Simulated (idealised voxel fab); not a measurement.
This section sets out a process module, namely voxel tone inversion.
For reference, the cross-section in this document is cut, with width 230 nm and square cells of 5 nm.
Square cells in a grid make up a cross-section in this document, and the grid is given as bands, listed from the top down, each one or more rows of cells. Heights first: top, then bottom, in nm. Then materials, left to right, each with a width in nm. "edge to edge" on a single material: fills the band edge to edge. "empty": empty space. It should be noted that heights are counted from 0, beneath which the wafer as supplied is of one material throughout, and that the lowest band possesses no lower boundary but continues downward, as written in "top 0, no bottom". A width given as "30->40" starts at the first number in the band's top row and ends at the second number in its bottom row, shifting by an equal amount at every step from row to row. Reading "no change" for a step: not a cell of the cross-section changed in it. "Voids lacking openings" - sealed voids, min. 8 cells, no opening to top; format: width x height at distance (distance from left edge; nm throughout). Heads up: the bit after the settings on a step's line is the simulator's remark on that step. Each step line may optionally specify "overlay nm", which for a step with a mask gives the rightward distance between the mask's planned place and where it lay, a negative value indicating the leftward direction.

## Planned process steps
- 1: RECEIVE: material Si
- 2: CONFORMAL_DEP: material SiCN, thk nm 10
- 3: DIRECTIONAL_DEP: material aC, thk nm 25
- 4: PATTERN: tone cover, mask id POSTS, material resist, width nm 20, pitch nm 35, thk nm 30, overlay nm 0
- 5: DIRECTIONAL_ETCH: etch materials aC, depth nm 25
- 6: STRIP: etch materials resist
- 7: FILL_DEP: material SiO2, thk nm 10
- 8: CMP: height nm 25
- 9: STRIP: etch materials aC
It is noted that the wafers described herein are identical at the outset and are distinguished by the height nm of step 8; the value stated in the plan corresponds to the first wafer.

## The first of several wafers as received, shown in cross-section; this is its state after step 1
    top 0, no bottom  Si edge to edge
    Voids lacking openings: none

## Every row in this table is a wafer at the end of the module, and it gives, for each of the materials, the cells that wafer has gained (+) or lost (-) since it was received, then its closed voids
height nm 25, +92 SiCN, +102 SiO2, Voids lacking openings: none
height nm 30, +92 SiCN, +136 SiO2, Voids lacking openings: none
height nm 35, +92 SiCN, +170 SiO2, Voids lacking openings: none
height nm 40, +92 SiCN, +216 SiO2, +60 aC, Voids lacking openings: none
height nm 45, +92 SiCN, +262 SiO2, +60 aC, Voids lacking openings: none
